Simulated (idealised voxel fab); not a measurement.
process module | voxel wiring stack
cross-section cut | 295 nm wide | cells 5 nm
A cross-section is a grid of square cells, given in bands from the top down. A band is one or more rows of cells.
Each band's line starts with the height of the band's top and of its bottom, in nm. Then come its materials from left to right, each with its width in nm. One material with "throughout" fills the band from edge to edge. "air" is empty space.
Height 0 is the level under which the wafer as received is all one material. The lowest band goes on downwards, as in "0 down".
A width such as "30 to 40" changes by the same amount from each row of cells to the next, from the band's top row to its bottom row.
"no change" after a step means that no cell of the cross-section changed.
closed voids: empty space of 8 cells or more with no open way to the top, each as width x height at its distance from the left edge, in nm
after a step's settings: what the simulator itself notes on the step
overlay nm, on a step with a mask: how far to the right of its planned place the mask lay; to the left if negative
plan
1 op RECEIVE | material Si
2 op CONFORMAL_DEP | material SiO2 | thk nm 10
3 op DIRECTIONAL_DEP | material TiN | thk nm 5
4 op DIRECTIONAL_DEP | material Ru | thk nm 20
5 op MASKED_ETCH | tone cover | mask id METAL_1 | width nm 30 | pitch nm 50 | etch materials Ru | depth nm 20 | overlay nm 0
6 op MASKED_ETCH | tone cover | mask id METAL_1 | width nm 30 | pitch nm 50 | etch materials TiN | depth nm 5 | overlay nm 0
7 op FILL_DEP | material SiO2 | thk nm 5
8 op CMP | height nm 35
9 op CONFORMAL_DEP | material SiCN | thk nm 5
10 op DIRECTIONAL_DEP | material lowk | thk nm 25
11 op MASKED_ETCH | tone open | mask id METAL_2_HOLES | width nm 15 | pitch nm 50 | etch materials lowk | depth nm 25 | overlay nm 0
12 op MASKED_ETCH | tone open | mask id METAL_2 | width nm 30 | pitch nm 50 | etch materials lowk | depth nm 15 | overlay nm 0
13 op MASKED_ETCH | tone open | mask id METAL_2 | width nm 30 | pitch nm 50 | etch materials SiCN | depth nm 5 | overlay nm 0
14 op CONFORMAL_DEP | material TiN | thk nm 5
15 op FILL_DEP | material Ru | thk nm 5
16 op CMP | height nm 65
17 op CONFORMAL_DEP | material SiCN | thk nm 5
18 op DIRECTIONAL_DEP | material SiO2 | thk nm 10
19 op MASKED_ETCH | tone open | mask id PLUG_2 | width nm 15 | pitch nm 100 | etch materials SiO2 | depth nm 10 | overlay nm 0
20 op MASKED_ETCH | tone open | mask id PLUG_2 | width nm 15 | pitch nm 100 | etch materials SiCN | depth nm 5 | overlay nm 0
21 op EPI | material Ru | thk nm 10
22 op EPI | material Ru | thk nm 5
23 op DIRECTIONAL_DEP | material TiN | thk nm 5
24 op DIRECTIONAL_DEP | material W | thk nm 25
25 op MASKED_ETCH | tone cover | mask id METAL_3 | width nm 30 | pitch nm 50 | etch materials W | depth nm 25 | overlay nm 0
26 op MASKED_ETCH | tone cover | mask id METAL_3 | width nm 30 | pitch nm 50 | etch materials TiN | depth nm 5 | overlay nm 0
27 op CONFORMAL_DEP | material SiCN | thk nm 5
28 op FILL_DEP | material lowk | thk nm 5
29 op CMP | height nm 110
30 op CONFORMAL_DEP | material SiCN | thk nm 5
31 op DIRECTIONAL_DEP | material SiO2 | thk nm 25
32 op DIRECTIONAL_DEP | material aC | thk nm 10
33 op PATTERN | tone open | mask id METAL_4 | material resist | width nm 30 | pitch nm 50 | thk nm 25 | overlay nm 0
34 op DIRECTIONAL_ETCH | etch materials aC | depth nm 10
35 op STRIP | etch materials resist
36 op DIRECTIONAL_ETCH | etch materials SiO2 | depth nm 15
37 op STRIP | etch materials aC
38 op MASKED_ETCH | tone open | mask id METAL_4_HOLES | width nm 15 | pitch nm 50 | etch materials SiO2 | depth nm 10 | overlay nm 0
39 op MASKED_ETCH | tone open | mask id METAL_4_HOLES | width nm 15 | pitch nm 50 | etch materials SiCN | depth nm 5 | overlay nm 0
40 op CONFORMAL_DEP | material TiN | thk nm 5
41 op FILL_DEP | material Cu | thk nm 10
42 op CMP | height nm 140
43 op CONFORMAL_DEP | material SiN | thk nm 5
as received, after step 1
  0 down: Si throughout
  closed voids: none
a wafer at the end: this start, this plan, one mistake
  145 to 140: SiN throughout
  140 to 130: SiO2 55 | TiN 5 | Cu 20 | TiN 5 | SiO2 20 | TiN 5 | Cu 20 | TiN 5 | SiO2 20 | TiN 5 | Cu 20 | TiN 5 | SiO2 20 | TiN 5 | Cu 20 | TiN 5 | SiO2 60
  130 to 125: SiO2 55 | TiN 5 | Cu 5 | TiN 20 | SiO2 20 | TiN 5 | Cu 5 | TiN 20 | SiO2 20 | TiN 5 | Cu 5 | TiN 20 | SiO2 20 | TiN 5 | Cu 5 | TiN 20 | SiO2 60
  125 to 115: SiO2 55 | TiN 5 | Cu 5 | TiN 5 | SiO2 35 | TiN 5 | Cu 5 | TiN 5 | SiO2 35 | TiN 5 | Cu 5 | TiN 5 | SiO2 35 | TiN 5 | Cu 5 | TiN 5 | SiO2 75
  115 to 110: SiCN 55 | TiN 15 | SiCN 35 | TiN 15 | SiCN 35 | TiN 15 | SiCN 35 | TiN 15 | SiCN 75
  110 to 100: lowk 65 to 50 | SiCN 5 to 20 | W 15 | SiCN 5 | lowk 10 | SiCN 5 | W 30 | SiCN 5 | lowk 25 to 10 | SiCN 5 to 20 | W 15 | SiCN 5 | lowk 10 | SiCN 5 | W 30 | SiCN 5 | lowk 55
  100 to 85: lowk 50 | SiCN 5 | W 30 | SiCN 5 | lowk 10 | SiCN 5 | W 30 | SiCN 5 | lowk 10 | SiCN 5 | W 30 | SiCN 5 | lowk 10 | SiCN 5 | W 30 | SiCN 5 | lowk 55
  85 to 80: SiCN 55 | W 15 | TiN 15 | SiCN 20 | TiN 30 | SiCN 20 | W 15 | TiN 15 | SiCN 20 | TiN 30 | SiCN 60
  80 to 75: SiO2 55 | W 15 | SiO2 85 | W 15 | SiO2 125
  75 to 70: SiO2 55 | TiN 15 | SiO2 85 | TiN 15 | SiO2 125
  70 to 65: aC throughout
  65 to 55: lowk 55 | TiN 5 | Ru 20 | TiN 5 | lowk 20 | TiN 5 | Ru 20 | TiN 5 | lowk 20 | TiN 5 | Ru 20 | TiN 5 | lowk 20 | TiN 5 | Ru 20 | TiN 5 | lowk 60
  55 to 50: lowk 55 | TiN 5 | Ru 5 | TiN 20 | lowk 20 | TiN 5 | Ru 5 | TiN 20 | lowk 20 | TiN 5 | Ru 5 | TiN 20 | lowk 20 | TiN 5 | Ru 5 | TiN 20 | lowk 60
  50 to 40: lowk 55 | TiN 5 | Ru 5 | TiN 5 | lowk 35 | TiN 5 | Ru 5 | TiN 5 | lowk 35 | TiN 5 | Ru 5 | TiN 5 | lowk 35 | TiN 5 | Ru 5 | TiN 5 | lowk 75
  40 to 35: SiCN 55 | TiN 15 | SiCN 35 | TiN 15 | SiCN 35 | TiN 15 | SiCN 35 | TiN 15 | SiCN 75
  35 to 15: SiO2 55 | Ru 30 | SiO2 20 | Ru 30 | SiO2 20 | Ru 30 | SiO2 20 | Ru 30 | SiO2 60
  15 to 10: SiO2 55 | TiN 30 | SiO2 20 | TiN 30 | SiO2 20 | TiN 30 | SiO2 20 | TiN 30 | SiO2 60
  10 to 0: SiO2 throughout
  0 down: Si throughout
  closed voids: none
what went wrong: step 17 ran as: op CONFORMAL_DEP | material aC | thk nm 5
